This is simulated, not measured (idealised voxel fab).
process module | voxel self aligned vias
cross-section cut | 280 nm wide | cells 5 nm
A cross-section is a grid of square cells, given in bands from the top down. A band is one or more rows of cells.
Each band's line starts with the height of the band's top and of its bottom, in nm. Then come its materials from left to right, each with its width in nm. One material with "throughout" fills the band from edge to edge. "air" is empty space.
Height 0 is the level under which the wafer as received is all one material. The lowest band goes on downwards, as in "0 down".
A width such as "30 to 40" changes by the same amount from each row of cells to the next, from the band's top row to its bottom row.
"no change" after a step means that no cell of the cross-section changed.
closed voids: empty space of 8 cells or more with no open way to the top, each as width x height at its distance from the left edge, in nm
after a step's settings: what the simulator itself notes on the step
overlay nm, on a step with a mask: how far to the right of its planned place the mask lay; to the left if negative
Each pair below shows a cross-section before one step and the cross-section after it, down to the lowest band that changed. The line under each pair gives the step between them, with its settings. The pairs can come from different runs of this module on the same starting wafer, so a pair continues from the pair above only where its "before" says so.
before
  50 to 20: air 60 | lowk 25 | air 40 | lowk 25 | air 40 | lowk 25 | air 65
  20 to 15: SiCN throughout
  15 to 0: SiO2 throughout
  0 down: Si throughout
  closed voids: none
after
  55 to 50: air 55 | TiN 35 | air 30 | TiN 35 | air 30 | TiN 35 | air 60
  50 to 25: air 55 | TiN 5 | lowk 25 | TiN 5 | air 30 | TiN 5 | lowk 25 | TiN 5 | air 30 | TiN 5 | lowk 25 | TiN 5 | air 60
  25 to 20: TiN 60 | lowk 25 | TiN 40 | lowk 25 | TiN 40 | lowk 25 | TiN 65
  below 20: unchanged
  closed voids: none
the step between: op CONFORMAL_DEP | material TiN | thk nm 5
before: the cross-section after the pair above
after
  60 to 55: Ru throughout
  55 to 50: Ru 55 | TiN 35 | Ru 30 | TiN 35 | Ru 30 | TiN 35 | Ru 60
  50 to 25: Ru 55 | TiN 5 | lowk 25 | TiN 5 | Ru 30 | TiN 5 | lowk 25 | TiN 5 | Ru 30 | TiN 5 | lowk 25 | TiN 5 | Ru 60
  below 25: unchanged
  closed voids: none
the step between: op FILL_DEP | material Ru | thk nm 5
before: the cross-section after the pair above
after
  50 to 25: Ru 55 | TiN 5 | lowk 25 | TiN 5 | Ru 30 | TiN 5 | lowk 25 | TiN 5 | Ru 30 | TiN 5 | lowk 25 | TiN 5 | Ru 60
  below 25: unchanged
  closed voids: none
the step between: op CMP | height nm 50
before: the cross-section after the pair above
after
  50 to 40: air 60 | lowk 25 | air 40 | lowk 25 | air 40 | lowk 25 | air 65
  below 40: unchanged
  closed voids: none
the step between: op SELECTIVE_ETCH | etch materials W Ru TiN | depth nm 10
before: the cross-section after the pair above
after
  55 to 50: SiN throughout
  50 to 40: SiN 60 | lowk 25 | SiN 40 | lowk 25 | SiN 40 | lowk 25 | SiN 65
  below 40: unchanged
  closed voids: none
the step between: op FILL_DEP | material SiN | thk nm 5
before: the cross-section after the pair above
after
  50 to 40: SiN 60 | lowk 25 | SiN 40 | lowk 25 | SiN 40 | lowk 25 | SiN 65
  below 40: unchanged
  closed voids: none
the step between: op CMP | height nm 50
before: the cross-section after the pair above
after
  70 to 50: lowk throughout
  below 50: unchanged
  closed voids: none
the step between: op DIRECTIONAL_DEP | material lowk | thk nm 20
before: the cross-section after the pair above
after
  85 to 70: resist 50 | air 45 | resist 85 | air 45 | resist 55
  below 70: unchanged
  closed voids: none
the step between: op PATTERN | tone open | mask id VIAS | material resist | width nm 45 | pitch nm 130 | thk nm 15 | overlay nm 0
before: the cross-section after the pair above
after
  85 to 70: resist 50 | air 45 | resist 85 | air 45 | resist 55
  70 to 50: lowk 50 | air 45 | lowk 85 | air 45 | lowk 55
  below 50: unchanged
  closed voids: none
the step between: op DIRECTIONAL_ETCH | etch materials lowk | depth nm 20
before: the cross-section after the pair above
after
  85 to 70: resist 50 | air 45 | resist 85 | air 45 | resist 55
  70 to 50: lowk 50 | air 45 | lowk 85 | air 45 | lowk 55
  50 to 40: SiN 50 | air 10 | lowk 25 | air 10 | SiN 30 | lowk 25 | SiN 30 | air 10 | lowk 25 | air 10 | SiN 55
  below 40: unchanged
  closed voids: none
the step between: op DIRECTIONAL_ETCH | etch materials SiN | depth nm 10
before: the cross-section after the pair above
after
  70 to 50: lowk 50 | air 45 | lowk 85 | air 45 | lowk 55
  below 50: unchanged
  closed voids: none
the step between: op STRIP | etch materials resist
before: the cross-section after the pair above
after
  75 to 70: TiN 55 | air 35 | TiN 95 | air 35 | TiN 60
  70 to 55: lowk 50 | TiN 5 | air 35 | TiN 5 | lowk 85 | TiN 5 | air 35 | TiN 5 | lowk 55
  55 to 50: lowk 50 | TiN 45 | lowk 85 | TiN 45 | lowk 55
  50 to 40: SiN 50 | TiN 10 | lowk 25 | TiN 10 | SiN 30 | lowk 25 | SiN 30 | TiN 10 | lowk 25 | TiN 10 | SiN 55
  below 40: unchanged
  closed voids: none
the step between: op CONFORMAL_DEP | material TiN | thk nm 5
before: the cross-section after the pair above
after
  80 to 75: Ru throughout
  75 to 70: TiN 55 | Ru 35 | TiN 95 | Ru 35 | TiN 60
  70 to 55: lowk 50 | TiN 5 | Ru 35 | TiN 5 | lowk 85 | TiN 5 | Ru 35 | TiN 5 | lowk 55
  below 55: unchanged
  closed voids: none
the step between: op FILL_DEP | material Ru | thk nm 5
before: the cross-section after the pair above
after
  70 to 55: lowk 50 | TiN 5 | Ru 35 | TiN 5 | lowk 85 | TiN 5 | Ru 35 | TiN 5 | lowk 55
  below 55: unchanged
  closed voids: none
the step between: op CMP | height nm 70
before: the cross-section after the pair above
after
  75 to 70: SiN throughout
  below 70: unchanged
  closed voids: none
the step between: op CONFORMAL_DEP | material SiN | thk nm 5
